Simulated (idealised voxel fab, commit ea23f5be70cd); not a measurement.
The following process module bears the name voxel air gaps.
Section shown: cut. Width: 185 nm. Cell size: 5 nm, square.
The cross-sections in this document take the form of a grid made of square cells. They are written out as bands, in order from top to bottom. Each band consists of one or more rows of cells. Per band: top height and bottom height in nm, followed by the left-to-right materials and their widths in nm; "throughout" marks a single material spanning edge to edge, "empty" marks empty space. The level at which height equals 0 is the one under which the wafer, as it arrives, is entirely one material. No lower edge exists for the bottom band, which continues downward and is notated as in "0..down". Width spec "30->40" -> top row of cells at first value, bottom row at second value, equal per-row change in between. Take "nothing altered" at face value: in the step it is given for, the cross-section changed in none of its cells. Look at "Closed empty spaces" for the closed voids: empty spaces with no open path to the top, sized 8 cells or up. Each is width x height at distance, distance from the left edge, all nm. Note: text after step settings on the step line = simulator remark on that step. When a step includes a mask, the "overlay nm" setting on its line states how far to the right of its planned place that mask lay, and negative values state how far to the left.

[Steps planned for the process]
| 1 | RECEIVE,material Si |
| 2 | CONFORMAL_DEP,material SiO2,thk nm 10 |
| 3 | CONFORMAL_DEP,material SiN,thk nm 5 |
| 4 | DIRECTIONAL_DEP,material lowk,thk nm 40 |
| 5 | MASKED_ETCH,tone open,mask id LINES,width nm 20,pitch nm 50,etch materials lowk,depth nm 40,overlay nm -15 |
| 6 | CONFORMAL_DEP,material TiN,thk nm 5 |
| 7 | FILL_DEP,material Cu,thk nm 10 |
| 8 | CMP,height nm 55 |
| 9 | EPI,material Ru,thk nm 10 |
| 10 | SELECTIVE_ETCH,etch materials lowk,depth nm 50 |
| 11 | CONFORMAL_DEP,material SiCN,thk nm 5 |
The value of overlay nm given for step 5 in the plan refers to the first wafer; the wafers vary in this setting and are alike at the start.

[Cross-section: the first of several wafers in its as-received state, i.e. following step 1]
	0..down  Si throughout
	Closed empty spaces: none

[Per wafer (row), end of module: delta in cells per material since receipt, (+) for gained, (-) for lost; closed voids after that]
overlay nm -15; +42 Cu; +48 Ru; +121 SiCN; +37 SiN; +74 SiO2; +54 TiN; Closed empty spaces: 10 x 30 at 0; 20 x 30 at 40; 20 x 30 at 90
overlay nm -10; +42 Cu; +48 Ru; +121 SiCN; +37 SiN; +74 SiO2; +54 TiN; Closed empty spaces: 20 x 30 at 45; 20 x 30 at 95
overlay nm -5; +42 Cu; +48 Ru; +121 SiCN; +37 SiN; +74 SiO2; +54 TiN; Closed empty spaces: 20 x 30 at 50; 20 x 30 at 100
overlay nm 0; +42 Cu; +48 Ru; +121 SiCN; +37 SiN; +74 SiO2; +54 TiN; Closed empty spaces: 20 x 30 at 55; 20 x 30 at 105
overlay nm 5; +42 Cu; +48 Ru; +121 SiCN; +37 SiN; +74 SiO2; +54 TiN; Closed empty spaces: 20 x 30 at 60; 20 x 30 at 110
overlay nm 10; +42 Cu; +48 Ru; +121 SiCN; +37 SiN; +74 SiO2; +54 TiN; Closed empty spaces: 20 x 30 at 65; 20 x 30 at 115
overlay nm 15; +42 Cu; +48 Ru; +121 SiCN; +37 SiN; +74 SiO2; +54 TiN; Closed empty spaces: 20 x 30 at 70; 20 x 30 at 120
